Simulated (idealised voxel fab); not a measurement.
Title: Process Module voxel transistor to metal
Square cell edge 5 nm, section width 175 nm, ID cut.
Reading order for cross-sections: top band down to bottom band. Underlying form: a grid of square cells. Band size: one or more rows of cells.
Basically the band line says how high the top is and how high the bottom is, in nm, and then what's in it from left to right, every material with its width in nm. Empty space shows up as "empty", and if a single material carries "throughout" it runs the full band edge to edge.
It should be noted that heights are counted from 0, beneath which the wafer as supplied is of one material throughout, and that the lowest band possesses no lower boundary but continues downward, as written in "0..down".
Read "30..40" as a graded width: first number on top, second number at the bottom, same change between each pair of neighbouring rows.
You'll sometimes find "no change occurred" written for a step, and that's the way of saying that nowhere in the cross-section did a cell change during that step.
The list in "Voids, enclosed" covers empty spaces of 8 cells or more that cannot reach the top through any open way, and it gives each as width x height at distance; the distance is from the left edge, and width, height and distance are in nm.
Text after the settings on a step's line: the simulator's own remark on that step.
Among the settings permitted on a step's line is "overlay nm"; applied to a step with a mask, it specifies the extent to which the mask lay to the right of its planned position, whereas a negative figure signifies a position to the left.

# The process steps that were planned are listed below
1: RECEIVE [material Si]
2: CONFORMAL_DEP [material SiO2] [thk nm 5]
3: CONFORMAL_DEP [material SiN] [thk nm 10]
4: DIRECTIONAL_DEP [material aC] [thk nm 15]
5: PATTERN [tone cover] [mask id ACTIVE] [material resist] [width nm 115] [thk nm 35] [overlay nm 0]
6: DIRECTIONAL_ETCH [etch materials aC] [depth nm 15]
7: STRIP [etch materials resist]
8: DIRECTIONAL_ETCH [etch materials SiN] [depth nm 10]
9: DIRECTIONAL_ETCH [etch materials SiO2] [depth nm 5]
10: DIRECTIONAL_ETCH [etch materials Si] [depth nm 25]
11: STRIP [etch materials aC]
12: OXIDIZE [depth nm 5]
13: FILL_DEP [material SiO2] [thk nm 10]
14: CMP [height nm 15]
15: SELECTIVE_ETCH [etch materials SiO2] [depth nm 5]
16: STRIP [etch materials SiN]
17: SELECTIVE_ETCH [etch materials SiO2] [depth nm 5]
18: OXIDIZE [depth nm 5]
19: DIRECTIONAL_DEP [material polySi] [thk nm 30]
20: DIRECTIONAL_DEP [material SiCN] [thk nm 10]
21: DIRECTIONAL_DEP [material aC] [thk nm 15]
22: PATTERN [tone cover] [mask id GATE] [material resist] [width nm 25] [thk nm 30] [overlay nm 0]
23: DIRECTIONAL_ETCH [etch materials aC] [depth nm 15]
24: STRIP [etch materials resist]
25: DIRECTIONAL_ETCH [etch materials SiCN] [depth nm 20]
26: DIRECTIONAL_ETCH [etch materials polySi] [depth nm 40]
27: STRIP [etch materials aC]
28: CONFORMAL_DEP [material SiN] [thk nm 10]
29: DIRECTIONAL_ETCH [etch materials SiN] [depth nm 10]
30: DIRECTIONAL_ETCH [etch materials SiO2] [depth nm 5]
31: DIRECTIONAL_ETCH [etch materials Si] [depth nm 5]
32: EPI [material pSi] [thk nm 5]
33: FILL_DEP [material SiO2] [thk nm 5]
34: CMP [height nm 30]
35: STRIP [etch materials polySi]
36: SELECTIVE_ETCH [etch materials SiO2] [depth nm 5]
37: CONFORMAL_DEP [material HfO2] [thk nm 5]
38: CONFORMAL_DEP [material TiN] [thk nm 5]
39: FILL_DEP [material W] [thk nm 10]
40: CMP [height nm 25]
41: DIRECTIONAL_DEP [material SiO2] [thk nm 15]
42: DIRECTIONAL_DEP [material aC] [thk nm 15]
43: PATTERN [tone open] [mask id CONTACT] [material resist] [width nm 15] [pitch nm 80] [thk nm 35] [overlay nm 0]
44: DIRECTIONAL_ETCH [etch materials aC] [depth nm 15]
45: STRIP [etch materials resist]
46: DIRECTIONAL_ETCH [etch materials SiO2] [depth nm 45]
47: STRIP [etch materials aC]
48: CONFORMAL_DEP [material TiN] [thk nm 5]
49: FILL_DEP [material Ru] [thk nm 10]
50: CMP [height nm 40]
51: DIRECTIONAL_DEP [material TiN] [thk nm 5]
52: DIRECTIONAL_DEP [material W] [thk nm 15]
53: MASKED_ETCH [tone cover] [mask id METAL_1] [width nm 15] [pitch nm 80] [etch materials W] [depth nm 15] [overlay nm 0]
54: MASKED_ETCH [tone cover] [mask id METAL_1] [width nm 15] [pitch nm 80] [etch materials TiN] [depth nm 5] [overlay nm 0]
55: CONFORMAL_DEP [material SiN] [thk nm 5]
56: FILL_DEP [material SiO2] [thk nm 10]
57: CMP [height nm 60]
58: CONFORMAL_DEP [material SiCN] [thk nm 5]
Quick note for whoever runs this: the wafers start identical, but the depth nm at step 10 isn't the same across them. The plan just shows what the first wafer had.

# Cross-section, first of several wafers, as delivered after step 1
  0..down: Si throughout
  Voids, enclosed: none

# Cross-section, first of several wafers, end of module, after last step 58
  65..60: SiCN throughout
  60..45: SiO2: 35, SiN: 5, W: 15, SiN: 5, SiO2: 55, SiN: 5, W: 15, SiN: 5, SiO2: 35
  45..40: SiN: 40, TiN: 15, SiN: 65, TiN: 15, SiN: 40
  40..25: SiO2: 40, TiN: 5, Ru: 5, TiN: 5, SiO2: 65, TiN: 5, Ru: 5, TiN: 5, SiO2: 40
  25..5: SiO2: 40, TiN: 5, Ru: 5, TiN: 5, SiO2: 10, SiN: 10, HfO2: 5, TiN: 5, W: 5, TiN: 5, HfO2: 5, SiN: 10, SiO2: 10, TiN: 5, Ru: 5, TiN: 5, SiO2: 40
  5..0: SiO2: 25, SiN: 10, SiO2: 5, TiN: 5, Ru: 5, TiN: 5, SiO2: 10, SiN: 10, HfO2: 5, TiN: 15, HfO2: 5, SiN: 10, SiO2: 10, TiN: 5, Ru: 5, TiN: 5, SiO2: 5, SiN: 10, SiO2: 25
  0..-5: SiO2: 40, TiN: 15, SiO2: 5, pSi: 5, SiO2: 5, HfO2: 35, SiO2: 5, pSi: 5, SiO2: 5, TiN: 15, SiO2: 40
  -5..-10: SiO2: 35, pSi: 30, Si: 45, pSi: 30, SiO2: 35
  -10..-30: SiO2: 35, Si: 105, SiO2: 35
  -30..down: Si throughout
  Voids, enclosed: none

# Showing the last wafer in cross-section at the end of the module
  65..60: SiCN throughout
  60..45: SiO2: 35, SiN: 5, W: 15, SiN: 5, SiO2: 55, SiN: 5, W: 15, SiN: 5, SiO2: 35
  45..40: SiN: 40, TiN: 15, SiN: 65, TiN: 15, SiN: 40
  40..25: SiO2: 40, TiN: 5, Ru: 5, TiN: 5, SiO2: 65, TiN: 5, Ru: 5, TiN: 5, SiO2: 40
  25..5: SiO2: 40, TiN: 5, Ru: 5, TiN: 5, SiO2: 10, SiN: 10, HfO2: 5, TiN: 5, W: 5, TiN: 5, HfO2: 5, SiN: 10, SiO2: 10, TiN: 5, Ru: 5, TiN: 5, SiO2: 40
  5..0: SiO2: 25, SiN: 10, SiO2: 5, TiN: 5, Ru: 5, TiN: 5, SiO2: 10, SiN: 10, HfO2: 5, TiN: 15, HfO2: 5, SiN: 10, SiO2: 10, TiN: 5, Ru: 5, TiN: 5, SiO2: 5, SiN: 10, SiO2: 25
  0..-5: SiO2: 40, TiN: 15, SiO2: 5, pSi: 5, SiO2: 5, HfO2: 35, SiO2: 5, pSi: 5, SiO2: 5, TiN: 15, SiO2: 40
  -5..-10: SiO2: 35, pSi: 30, Si: 45, pSi: 30, SiO2: 35
  -10..-55: SiO2: 35, Si: 105, SiO2: 35
  -55..down: Si throughout
  Voids, enclosed: none

# Per wafer (row), end of module: delta in cells per material since receipt, (+) for gained, (-) for lost; closed voids after that
depth nm 25, +17 HfO2, +16 Ru, -117 Si, +35 SiCN, +65 SiN, +348 SiO2, +55 TiN, +22 W, +14 pSi, Voids, enclosed: none
depth nm 30, +17 HfO2, +16 Ru, -131 Si, +35 SiCN, +65 SiN, +362 SiO2, +55 TiN, +22 W, +14 pSi, Voids, enclosed: none
depth nm 35, +17 HfO2, +16 Ru, -145 Si, +35 SiCN, +65 SiN, +376 SiO2, +55 TiN, +22 W, +14 pSi, Voids, enclosed: none
depth nm 40, +17 HfO2, +16 Ru, -159 Si, +35 SiCN, +65 SiN, +390 SiO2, +55 TiN, +22 W, +14 pSi, Voids, enclosed: none
depth nm 45, +17 HfO2, +16 Ru, -173 Si, +35 SiCN, +65 SiN, +404 SiO2, +55 TiN, +22 W, +14 pSi, Voids, enclosed: none
depth nm 50, +17 HfO2, +16 Ru, -187 Si, +35 SiCN, +65 SiN, +418 SiO2, +55 TiN, +22 W, +14 pSi, Voids, enclosed: none
